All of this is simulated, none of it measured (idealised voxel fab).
process module | voxel transistor to metal
cross-section cut | 175 nm wide | cells 5 nm
A cross-section is a grid of square cells, given in bands from the top down. A band is one or more rows of cells.
Each band's line starts with the height of the band's top and of its bottom, in nm. Then come its materials from left to right, each with its width in nm. One material with "throughout" fills the band from edge to edge. "air" is empty space.
Height 0 is the level under which the wafer as received is all one material. The lowest band goes on downwards, as in "0 down".
A width such as "30 to 40" changes by the same amount from each row of cells to the next, from the band's top row to its bottom row.
"no change" after a step means that no cell of the cross-section changed.
closed voids: empty space of 8 cells or more with no open way to the top, each as width x height at its distance from the left edge, in nm
after a step's settings: what the simulator itself notes on the step
overlay nm, on a step with a mask: how far to the right of its planned place the mask lay; to the left if negative
plan
1 op RECEIVE | material Si
2 op OXIDIZE | depth nm 5
3 op CONFORMAL_DEP | material SiN | thk nm 15
4 op PATTERN | tone cover | mask id ACTIVE | material resist | width nm 135 | thk nm 20 | overlay nm 0
5 op DIRECTIONAL_ETCH | etch materials SiN | depth nm 15
6 op DIRECTIONAL_ETCH | etch materials SiO2 | depth nm 5
7 op DIRECTIONAL_ETCH | etch materials Si | depth nm 25
8 op STRIP | etch materials resist
9 op FILL_DEP | material SiO2 | thk nm 15
10 op CMP | height nm 15
11 op SELECTIVE_ETCH | etch materials SiO2 | depth nm 10
12 op STRIP | etch materials SiN
13 op SELECTIVE_ETCH | etch materials SiO2 | depth nm 5
14 op OXIDIZE | depth nm 5
15 op DIRECTIONAL_DEP | material polySi | thk nm 20
16 op DIRECTIONAL_DEP | material SiCN | thk nm 15
17 op PATTERN | tone cover | mask id GATE | material resist | width nm 35 | thk nm 20 | overlay nm 0
18 op DIRECTIONAL_ETCH | etch materials SiCN | depth nm 25
19 op DIRECTIONAL_ETCH | etch materials polySi | depth nm 40
20 op STRIP | etch materials resist
21 op CONFORMAL_DEP | material SiO2 | thk nm 5
22 op DIRECTIONAL_ETCH | etch materials SiO2 | depth nm 5
23 op CONFORMAL_DEP | material SiN | thk nm 10
24 op DIRECTIONAL_ETCH | etch materials SiN | depth nm 10
25 op DIRECTIONAL_ETCH | etch materials SiO2 | depth nm 5
26 op DIRECTIONAL_ETCH | etch materials Si | depth nm 15
27 op EPI | material nSi | thk nm 15
28 op FILL_DEP | material SiO2 | thk nm 5
29 op CMP | height nm 25
30 op STRIP | etch materials polySi
31 op SELECTIVE_ETCH | etch materials SiO2 | depth nm 5
32 op CONFORMAL_DEP | material HfO2 | thk nm 5
33 op CONFORMAL_DEP | material TiN | thk nm 5
34 op FILL_DEP | material W | thk nm 5
35 op CMP | height nm 20
36 op DIRECTIONAL_DEP | material SiO2 | thk nm 10
37 op MASKED_ETCH | tone open | mask id CONTACT | width nm 20 | pitch nm 95 | etch materials SiO2 | depth nm 25 | overlay nm 0
38 op CONFORMAL_DEP | material TiN | thk nm 5
39 op FILL_DEP | material W | thk nm 10
40 op CMP | height nm 30
41 op DIRECTIONAL_DEP | material TiN | thk nm 5
42 op DIRECTIONAL_DEP | material W | thk nm 15
43 op DIRECTIONAL_DEP | material aC | thk nm 10
44 op PATTERN | tone cover | mask id METAL_1 | material resist | width nm 20 | pitch nm 95 | thk nm 30 | overlay nm 0
45 op DIRECTIONAL_ETCH | etch materials aC | depth nm 10
46 op STRIP | etch materials resist
47 op DIRECTIONAL_ETCH | etch materials W | depth nm 15
48 op DIRECTIONAL_ETCH | etch materials TiN | depth nm 5
49 op STRIP | etch materials aC
50 op CONFORMAL_DEP | material SiCN | thk nm 5
51 op FILL_DEP | material lowk | thk nm 10
52 op CMP | height nm 50
53 op CONFORMAL_DEP | material SiCN | thk nm 5
varied across the wafers: thk nm of step 15. The plan shows the first wafer's value. All wafers start alike
first wafer as received, after step 1
  0 down: Si throughout
  closed voids: none
each wafer at the end: cells of each material gained (+) or lost (-) since it was received, then its closed voids
thk nm 20 | -132 Si | +81 SiCN | +24 SiN | +181 SiO2 | +32 TiN | +40 W | +69 lowk | +62 nSi | +28 polySi | closed voids: none
thk nm 25 | -132 Si | +74 SiCN | +24 SiN | +181 SiO2 | +32 TiN | +40 W | +69 lowk | +62 nSi | +35 polySi | closed voids: none
thk nm 30 | +19 HfO2 | -132 Si | +74 SiCN | +24 SiN | +162 SiO2 | +47 TiN | +60 W | +69 lowk | +62 nSi | closed voids: none
thk nm 35 | +19 HfO2 | -132 Si | +74 SiCN | +24 SiN | +162 SiO2 | +47 TiN | +60 W | +69 lowk | +62 nSi | closed voids: none
thk nm 40 | +19 HfO2 | -132 Si | +74 SiCN | +24 SiN | +162 SiO2 | +47 TiN | +60 W | +69 lowk | +62 nSi | closed voids: none
